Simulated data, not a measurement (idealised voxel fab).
Proc. module: voxel trench capacitor
Cross-sectional view cut (width: 270 nm; square cell size: 5 nm).
Bands, listed from the top down, are how a cross-section gets written in this document; the cross-section itself is a grid of square cells, and a band is one or more rows of them.
Top height, bottom height, nm. Materials left to right, width each, nm. Single material + "full width" = fills band edge to edge. "blank" = empty.
We count height from 0. Below that, the starting wafer is all one material. The lowest band never ends at the bottom but goes on down; see "0 down" for how that is written.
Width "30 to 40": first value at the band's top row of cells, second value at its bottom row, equal change from row to row.
It should be understood that the words "remained unchanged", when stated for a given step, signify that the cross-section underwent no change in any of its cells during that step.
Entry "Fully sealed cavities" = empty spaces >= 8 cells with no open way to the top; each as width x height at distance, distance from left edge, all nm.
after a step's settings: what the simulator itself notes on the step
"overlay nm" on a masked step: distance the mask lay right of its planned place, negative for left.
Process steps (planned):
step 1: op RECEIVE | material Si
step 2: op CONFORMAL_DEP | material SiN | thk nm 5
step 3: op MASKED_ETCH | tone open | mask id TRENCH | width nm 15 | pitch nm 40 | etch materials SiN | depth nm 5 | overlay nm 0
step 4: op MASKED_ETCH | tone open | mask id TRENCH | width nm 15 | pitch nm 40 | etch materials Si | depth nm 30 | overlay nm -15
step 5: op CONFORMAL_DEP | material Al2O3 | thk nm 5
step 6: op FILL_DEP | material polySi | thk nm 10
step 7: op CMP | height nm 5
The plan's step 4 overlay nm is the first wafer's value; the wafers differ in this setting and start identical.
The first of several wafers, as received after step 1, seen in section:
	0 down | Si full width
	Fully sealed cavities: none
Here's the first of several wafers in cross-section, end of the module, after the last step, step 7:
	5 to 0 | SiN (85), Al2O3 (15), SiN (25), Al2O3 (15), SiN (25), Al2O3 (15), SiN (90)
	0 down | Si full width
	Fully sealed cavities: none
Of the several wafers, the last: cross-section at the end of the module:
	5 to 0 | SiN (85), Al2O3 (15), SiN (25), Al2O3 (15), SiN (25), Al2O3 (15), SiN (90)
	0 down | Si full width
	Fully sealed cavities: none
Basically each wafer gets a line in the table, showing it at the end of the module: material by material, the cells it gained (+) or lost (-) since we got it, then its closed voids:
overlay nm -15, +9 Al2O3, +45 SiN, Fully sealed cavities: none
overlay nm -10, +27 Al2O3, -18 Si, +45 SiN, Fully sealed cavities: none
overlay nm -5, +45 Al2O3, -36 Si, +45 SiN, Fully sealed cavities: none
overlay nm 0, +45 Al2O3, -54 Si, +45 SiN, +18 polySi, Fully sealed cavities: none
overlay nm 5, +45 Al2O3, -36 Si, +45 SiN, Fully sealed cavities: none
overlay nm 10, +27 Al2O3, -18 Si, +45 SiN, Fully sealed cavities: none
overlay nm 15, +9 Al2O3, +45 SiN, Fully sealed cavities: none
